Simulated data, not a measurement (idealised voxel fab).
The process module presented herein is designated voxel local oxidation.
Each square cell in cross-section cut measures 5 nm, and the section as a whole is 290 nm wide.
Cross-section spec: square-cell grid; bands listed top down; each band is one or more rows. Basically the band line says how high the top is and how high the bottom is, in nm, and then what's in it from left to right, every material with its width in nm. Empty space shows up as "empty", and if a single material carries "everywhere" it runs the full band edge to edge. Convention: height 0 is the level below which the wafer, as received, is all one material. The lowest band does not terminate at the bottom but continues downward, represented as "from 0 down". Width spec "30..40" -> top row of cells at first value, bottom row at second value, equal per-row change in between. "no alteration" (step): cross-section cells unchanged, all of them. The entry "Sealed void listing" lists the empty spaces that cover at least 8 cells and have no open path to the top. Each is written as width x height at distance, where the distance is measured from the left edge and all three values are in nm. The remark found on a step's line after its settings is issued by the simulator itself and pertains to that step. The optional step-line setting "overlay nm" applies to steps with a mask and quantifies how far to the right of its planned location the mask lay, a negative value indicating leftward placement.

Process steps (planned)
1: RECEIVE with material Si
2: OXIDIZE with depth nm 5
3: CONFORMAL_DEP with material SiN, thk nm 15
4: DIRECTIONAL_DEP with material aC, thk nm 15
5: PATTERN with tone cover, mask id ACTIVE, material resist, width nm 110, thk nm 35, overlay nm 0
6: DIRECTIONAL_ETCH with etch materials aC, depth nm 15
7: STRIP with etch materials resist
8: DIRECTIONAL_ETCH with etch materials SiN, depth nm 15
9: STRIP with etch materials aC
10: SELECTIVE_ETCH with etch materials SiO2, depth nm 5
11: OXIDIZE with depth nm 15
12: STRIP with etch materials SiN

Below: the first of two wafers, run as planned

Cross-sectional view of the wafer in its as-received condition, corresponding to the state after step 1
- from 0 down = Si everywhere
- Sealed void listing: none

State of the wafer after step 2, shown in cross-section
- from 0 to -5 = SiO2 everywhere
- Unchanged below -5.

State of the wafer after step 3, shown in cross-section
- from 15 to 0 = SiN everywhere
- Unchanged below 0.

State of the wafer after step 4, shown in cross-section
- from 30 to 15 = aC everywhere
- Unchanged below 15.

State of the wafer after step 5, shown in cross-section
- from 65 to 30 = empty 90; resist 110; empty 90
- Unchanged below 30.

State of the wafer after step 6, shown in cross-section
- from 50 to 30 = empty 90; resist 110; empty 90
- from 30 to 15 = empty 90; aC 110; empty 90
- Unchanged below 15.

State of the wafer after step 7, shown in cross-section
- from 30 to 15 = empty 90; aC 110; empty 90
- Unchanged below 15.

State of the wafer after step 8, shown in cross-section
- from 30 to 15 = empty 90; aC 110; empty 90
- from 15 to 0 = empty 90; SiN 110; empty 90
- Unchanged below 0.

State of the wafer after step 9, shown in cross-section
- from 15 to 0 = empty 90; SiN 110; empty 90
- Unchanged below 0.

State of the wafer after step 10, shown in cross-section
- from 15 to 0 = empty 90; SiN 110; empty 90
- from 0 to -5 = empty 95; SiO2 100; empty 95
- Unchanged below -5.

State of the wafer after step 11, shown in cross-section
- from 15 to 0 = empty 90; SiN 110; empty 90
- from 0 to -5 = empty 95; SiO2 100; empty 95
- from -5 to -20 = SiO2 110; Si 70; SiO2 110
- Unchanged below -20.

State of the wafer after step 12, shown in cross-section
- from 0 to -5 = empty 95; SiO2 100; empty 95
- Unchanged below -5.

Second wafer. Start and plan as for the first. One mistake made in running. Agrees with the first up to and including step 6

Second wafer: cross-section at the scheduled end of step 7: no alteration

Second wafer: cross-section at the scheduled end of step 8
- from 50 to 30 = empty 90; resist 110; empty 90
- from 30 to 15 = empty 90; aC 110; empty 90
- from 15 to 0 = empty 90; SiN 110; empty 90
- Unchanged below 0.

Second wafer: cross-section at the scheduled end of step 9
- from 15 to 0 = empty 90; SiN 110; empty 90
- Unchanged below 0.

Second wafer: cross-section at the scheduled end of step 10
- from 15 to 0 = empty 90; SiN 110; empty 90
- from 0 to -5 = empty 95; SiO2 100; empty 95
- Unchanged below -5.

Second wafer: cross-section at the scheduled end of step 11
- from 15 to 0 = empty 90; SiN 110; empty 90
- from 0 to -5 = empty 95; SiO2 100; empty 95
- from -5 to -20 = SiO2 110; Si 70; SiO2 110
- Unchanged below -20.

Second wafer: cross-section at the scheduled end of step 12
- from 0 to -5 = empty 95; SiO2 100; empty 95
- Unchanged below -5.
The mistake made against the process plan was this: heads up, step 7 of the plan was skipped and never actually ran
Upon completion, the cross-sectional profiles of the two wafers are identical; consequently, the error exerts no influence on the quantities computed by this model.
